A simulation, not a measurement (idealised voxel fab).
Process module, titled voxel wiring stack
The cross-section on display is named cut; it measures 205 nm wide, and its cells are 5 nm squares.
The cross-sections in this document take the form of a grid made of square cells. They are written out as bands, in order from top to bottom. Each band consists of one or more rows of cells.
Heads up on the band format: heights come first, top then bottom, in nm. After that it's the materials left to right, each with its width in nm. A single material flagged "edge to edge" fills the whole band edge to edge, and "blank" means there's empty space there.
Height is counted from the level 0, under which the received wafer is composed throughout of one material. The lowest of the bands is not closed at the bottom but continues downward, in the notation "top 0, no bottom".
Per-row width for "30 to 40": begins at first number (top row of band), ends at second number (bottom row), increment between rows held constant.
"nothing was modified" for a step: no cell of the cross-section changed in that step.
This entry, "Enclosed void listing", enumerates those empty regions of no fewer than 8 cells that possess no open connection to the top. Each region is reported in the form width x height at distance, the distance being taken from the left edge, with all three quantities expressed in nm.
Formally, on a step line, whatever follows the settings is a remark that the simulator itself makes on the step.
overlay nm: right-of-plan distance of the mask on a masked step; negative values mean left-of-plan.

[Process steps (planned)]
| 1 | RECEIVE (material Si) |
| 2 | CONFORMAL_DEP (material SiO2; thk nm 10) |
| 3 | DIRECTIONAL_DEP (material TiN; thk nm 5) |
| 4 | DIRECTIONAL_DEP (material Ru; thk nm 15) |
| 5 | DIRECTIONAL_DEP (material aC; thk nm 15) |
| 6 | PATTERN (tone cover; mask id METAL_1; material resist; width nm 30; pitch nm 60; thk nm 35; overlay nm 0) |
| 7 | DIRECTIONAL_ETCH (etch materials aC; depth nm 15) |
| 8 | STRIP (etch materials resist) |
| 9 | DIRECTIONAL_ETCH (etch materials Ru; depth nm 15) |
| 10 | DIRECTIONAL_ETCH (etch materials TiN; depth nm 5) |
| 11 | STRIP (etch materials aC) |
| 12 | FILL_DEP (material lowk; thk nm 5) |
| 13 | CMP (height nm 30) |
| 14 | CONFORMAL_DEP (material SiCN; thk nm 5) |
| 15 | DIRECTIONAL_DEP (material lowk; thk nm 25) |
| 16 | PATTERN (tone open; mask id METAL_2; material resist; width nm 30; pitch nm 60; thk nm 20; overlay nm 0) |
| 17 | DIRECTIONAL_ETCH (etch materials lowk; depth nm 15) |
| 18 | STRIP (etch materials resist) |
| 19 | PATTERN (tone open; mask id METAL_2_HOLES; material resist; width nm 15; pitch nm 60; thk nm 20; overlay nm 0) |
| 20 | DIRECTIONAL_ETCH (etch materials lowk; depth nm 10) |
| 21 | DIRECTIONAL_ETCH (etch materials SiCN; depth nm 5) |
| 22 | STRIP (etch materials resist) |
| 23 | CONFORMAL_DEP (material TiN; thk nm 5) |
| 24 | FILL_DEP (material Ru; thk nm 5) |
| 25 | CMP (height nm 60) |
| 26 | CONFORMAL_DEP (material SiCN; thk nm 5) |
| 27 | DIRECTIONAL_DEP (material SiO2; thk nm 10) |
| 28 | PATTERN (tone open; mask id PLUG_2; material resist; width nm 15; pitch nm 60; thk nm 20; overlay nm 0) |
| 29 | DIRECTIONAL_ETCH (etch materials SiO2; depth nm 10) |
| 30 | DIRECTIONAL_ETCH (etch materials SiCN; depth nm 5) |
| 31 | STRIP (etch materials resist) |
| 32 | CONFORMAL_DEP (material TiN; thk nm 5) |
| 33 | FILL_DEP (material W; thk nm 5) |
| 34 | CMP (height nm 75) |
| 35 | CONFORMAL_DEP (material SiN; thk nm 5) |
| 36 | DIRECTIONAL_DEP (material lowk; thk nm 20) |
| 37 | DIRECTIONAL_DEP (material aC; thk nm 15) |
| 38 | PATTERN (tone open; mask id METAL_3; material resist; width nm 30; pitch nm 60; thk nm 30; overlay nm 0) |
| 39 | DIRECTIONAL_ETCH (etch materials aC; depth nm 15) |
| 40 | STRIP (etch materials resist) |
| 41 | DIRECTIONAL_ETCH (etch materials lowk; depth nm 20) |
| 42 | DIRECTIONAL_ETCH (etch materials SiN; depth nm 5) |
| 43 | STRIP (etch materials aC) |
| 44 | CONFORMAL_DEP (material TiN; thk nm 5) |
| 45 | FILL_DEP (material Ru; thk nm 5) |
| 46 | CMP (height nm 100) |
| 47 | CONFORMAL_DEP (material SiN; thk nm 5) |

[Incoming wafer in cross-section (state: after step 1)]
  top 0, no bottom  Si edge to edge
  Enclosed void listing: none

[Run as planned - first of the two wafers cross-sectioned at the end of the module]
  top 105, bottom 100  SiN edge to edge
  top 100, bottom 80  55 of lowk  5 of TiN  20 of Ru  5 of TiN  30 of lowk  5 of TiN  20 of Ru  5 of TiN  60 of lowk
  top 80, bottom 75  55 of SiN  30 of TiN  30 of SiN  30 of TiN  60 of SiN
  top 75, bottom 65  55 of SiO2  5 of TiN  5 of W  5 of TiN  45 of SiO2  5 of TiN  5 of W  5 of TiN  75 of SiO2
  top 65, bottom 60  55 of SiCN  15 of TiN  45 of SiCN  15 of TiN  75 of SiCN
  top 60, bottom 50  55 of lowk  5 of TiN  20 of Ru  5 of TiN  30 of lowk  5 of TiN  20 of Ru  5 of TiN  60 of lowk
  top 50, bottom 45  55 of lowk  5 of TiN  5 of Ru  20 of TiN  30 of lowk  5 of TiN  5 of Ru  20 of TiN  60 of lowk
  top 45, bottom 35  55 of lowk  5 of TiN  5 of Ru  5 of TiN  45 of lowk  5 of TiN  5 of Ru  5 of TiN  75 of lowk
  top 35, bottom 30  55 of SiCN  15 of TiN  45 of SiCN  15 of TiN  75 of SiCN
  top 30, bottom 15  55 of lowk  30 of Ru  30 of lowk  30 of Ru  60 of lowk
  top 15, bottom 10  55 of lowk  30 of TiN  30 of lowk  30 of TiN  60 of lowk
  top 10, bottom 0  SiO2 edge to edge
  top 0, no bottom  Si edge to edge
  Enclosed void listing: none

[Wafer two (of two), end-of-module cross-section: start = wafer one, plan = wafer one, one run mistake]
  top 105, bottom 100  SiN edge to edge
  top 100, bottom 80  55 of lowk  5 of TiN  20 of SiO2  5 of TiN  30 of lowk  5 of TiN  20 of SiO2  5 of TiN  60 of lowk
  top 80, bottom 75  55 of SiN  30 of TiN  30 of SiN  30 of TiN  60 of SiN
  top 75, bottom 65  55 of SiO2  5 of TiN  5 of W  5 of TiN  45 of SiO2  5 of TiN  5 of W  5 of TiN  75 of SiO2
  top 65, bottom 60  55 of SiCN  15 of TiN  45 of SiCN  15 of TiN  75 of SiCN
  top 60, bottom 50  55 of lowk  5 of TiN  20 of Ru  5 of TiN  30 of lowk  5 of TiN  20 of Ru  5 of TiN  60 of lowk
  top 50, bottom 45  55 of lowk  5 of TiN  5 of Ru  20 of TiN  30 of lowk  5 of TiN  5 of Ru  20 of TiN  60 of lowk
  top 45, bottom 35  55 of lowk  5 of TiN  5 of Ru  5 of TiN  45 of lowk  5 of TiN  5 of Ru  5 of TiN  75 of lowk
  top 35, bottom 30  55 of SiCN  15 of TiN  45 of SiCN  15 of TiN  75 of SiCN
  top 30, bottom 15  55 of lowk  30 of Ru  30 of lowk  30 of Ru  60 of lowk
  top 15, bottom 10  55 of lowk  30 of TiN  30 of lowk  30 of TiN  60 of lowk
  top 10, bottom 0  SiO2 edge to edge
  top 0, no bottom  Si edge to edge
  Enclosed void listing: none
Diagnosis: step 45 off recipe, ran as FILL_DEP (material SiO2; thk nm 5)
Counted in cells at the end, the second wafer holds more or fewer of these materials than the first: -32 Ru, +32 SiO2
